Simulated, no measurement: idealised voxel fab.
The following process module bears the name voxel self aligned vias.
It is cross-section cut that appears here, measuring 220 nm in width, its square cells being 5 nm in size.
This document writes a cross-section as a grid whose cells are square, and gives it as bands, listed from the top down; one or more rows of cells form a band. For a band, the entry starts with two heights in nm, that of the top and then that of the bottom, and carries on with the band's materials in order from left to right, each alongside its width in nm; the word "throughout" beside a single material means it fills the band edge to edge, and "blank" means empty space. Basically, 0 is our baseline, since under it the wafer straight out of the box is all one material. The bottom band has no lower end and keeps on going down, so it looks like "0..down". The width entry "30->40" should be interpreted row by row: the top row of cells in the band takes the first number, the bottom row takes the second number, and the change between adjacent rows is uniform throughout. Where a step carries "no modifications", the cross-section came out of it unchanged, cell for cell. The entry "Voids, sealed" lists the empty spaces that cover at least 8 cells and have no open path to the top. Each is written as width x height at distance, where the distance is measured from the left edge and all three values are in nm. If you see something after the settings on a step's line, that's the simulator's own remark about that step. overlay nm: on a step with a mask, how far right of its planned place the mask lay; negative means left.
# Intended process steps
1: RECEIVE [material Si]
2: CONFORMAL_DEP [material SiO2] [thk nm 10]
3: CONFORMAL_DEP [material SiCN] [thk nm 5]
4: DIRECTIONAL_DEP [material SiO2] [thk nm 25]
5: MASKED_ETCH [tone open] [mask id LINES] [width nm 30] [pitch nm 60] [etch materials SiO2] [depth nm 25] [overlay nm 0]
6: CONFORMAL_DEP [material TiN] [thk nm 5]
7: FILL_DEP [material W] [thk nm 10]
8: CMP [height nm 40]
9: SELECTIVE_ETCH [etch materials W Ru TiN] [depth nm 10]
10: FILL_DEP [material SiN] [thk nm 5]
11: CMP [height nm 40]
12: DIRECTIONAL_DEP [material SiO2] [thk nm 20]
13: DIRECTIONAL_DEP [material aC] [thk nm 15]
14: PATTERN [tone open] [mask id VIAS] [material resist] [width nm 30] [pitch nm 120] [thk nm 30] [overlay nm 0]
15: DIRECTIONAL_ETCH [etch materials aC] [depth nm 15]
16: STRIP [etch materials resist]
17: DIRECTIONAL_ETCH [etch materials SiO2] [depth nm 20]
18: DIRECTIONAL_ETCH [etch materials SiN] [depth nm 10]
19: STRIP [etch materials aC]
20: CONFORMAL_DEP [material TiN] [thk nm 5]
21: FILL_DEP [material Cu] [thk nm 5]
22: CMP [height nm 60]
23: CONFORMAL_DEP [material SiN] [thk nm 5]
The wafers are alike at the start. At step 14, their width nm differs. The plan lists the first wafer's value.
# The first of several wafers as received, shown in cross-section; this is its state after step 1
    0..down | Si throughout
    Voids, sealed: none
# Cross-section, first of several wafers, end of module, after last step 23
    65..60 | SiN throughout
    60..40 | SiO2: 35, then TiN: 5, then Cu: 20, then TiN: 5, then SiO2: 90, then TiN: 5, then Cu: 20, then TiN: 5, then SiO2: 35
    40..35 | SiO2: 35, then TiN: 5, then Cu: 20, then TiN: 5, then SiO2: 30, then SiN: 30, then SiO2: 30, then TiN: 5, then Cu: 20, then TiN: 5, then SiO2: 35
    35..30 | SiO2: 35, then TiN: 30, then SiO2: 30, then SiN: 30, then SiO2: 30, then TiN: 30, then SiO2: 35
    30..20 | SiO2: 35, then TiN: 5, then W: 20, then TiN: 5, then SiO2: 30, then TiN: 5, then W: 20, then TiN: 5, then SiO2: 30, then TiN: 5, then W: 20, then TiN: 5, then SiO2: 35
    20..15 | SiO2: 35, then TiN: 30, then SiO2: 30, then TiN: 30, then SiO2: 30, then TiN: 30, then SiO2: 35
    15..10 | SiCN throughout
    10..0 | SiO2 throughout
    0..down | Si throughout
    Voids, sealed: none
# Cross-sectional depiction of the last of several wafers upon completion of the module
    65..60 | SiN throughout
    60..45 | SiO2: 25, then TiN: 5, then Cu: 45, then TiN: 5, then SiO2: 65, then TiN: 5, then Cu: 45, then TiN: 5, then SiO2: 20
    45..40 | SiO2: 25, then TiN: 15, then Cu: 20, then TiN: 20, then SiO2: 65, then TiN: 15, then Cu: 20, then TiN: 20, then SiO2: 20
    40..35 | SiO2: 35, then TiN: 5, then Cu: 20, then TiN: 5, then SiO2: 30, then SiN: 30, then SiO2: 30, then TiN: 5, then Cu: 20, then TiN: 5, then SiO2: 35
    35..30 | SiO2: 35, then TiN: 30, then SiO2: 30, then SiN: 30, then SiO2: 30, then TiN: 30, then SiO2: 35
    30..20 | SiO2: 35, then TiN: 5, then W: 20, then TiN: 5, then SiO2: 30, then TiN: 5, then W: 20, then TiN: 5, then SiO2: 30, then TiN: 5, then W: 20, then TiN: 5, then SiO2: 35
    20..15 | SiO2: 35, then TiN: 30, then SiO2: 30, then TiN: 30, then SiO2: 30, then TiN: 30, then SiO2: 35
    15..10 | SiCN throughout
    10..0 | SiO2 throughout
    0..down | Si throughout
    Voids, sealed: none
# Row per wafer, end-of-module: cell gain (+)/loss (-) by material since the wafer came in, then closed voids
width nm 30, +40 Cu, +44 SiCN, +56 SiN, +346 SiO2, +62 TiN, +24 W, Voids, sealed: none
width nm 35, +46 Cu, +44 SiCN, +56 SiN, +338 SiO2, +64 TiN, +24 W, Voids, sealed: none
width nm 40, +52 Cu, +44 SiCN, +56 SiN, +330 SiO2, +66 TiN, +24 W, Voids, sealed: none
width nm 45, +58 Cu, +44 SiCN, +56 SiN, +322 SiO2, +68 TiN, +24 W, Voids, sealed: none
width nm 50, +64 Cu, +44 SiCN, +56 SiN, +314 SiO2, +70 TiN, +24 W, Voids, sealed: none
width nm 55, +70 Cu, +44 SiCN, +56 SiN, +306 SiO2, +72 TiN, +24 W, Voids, sealed: none
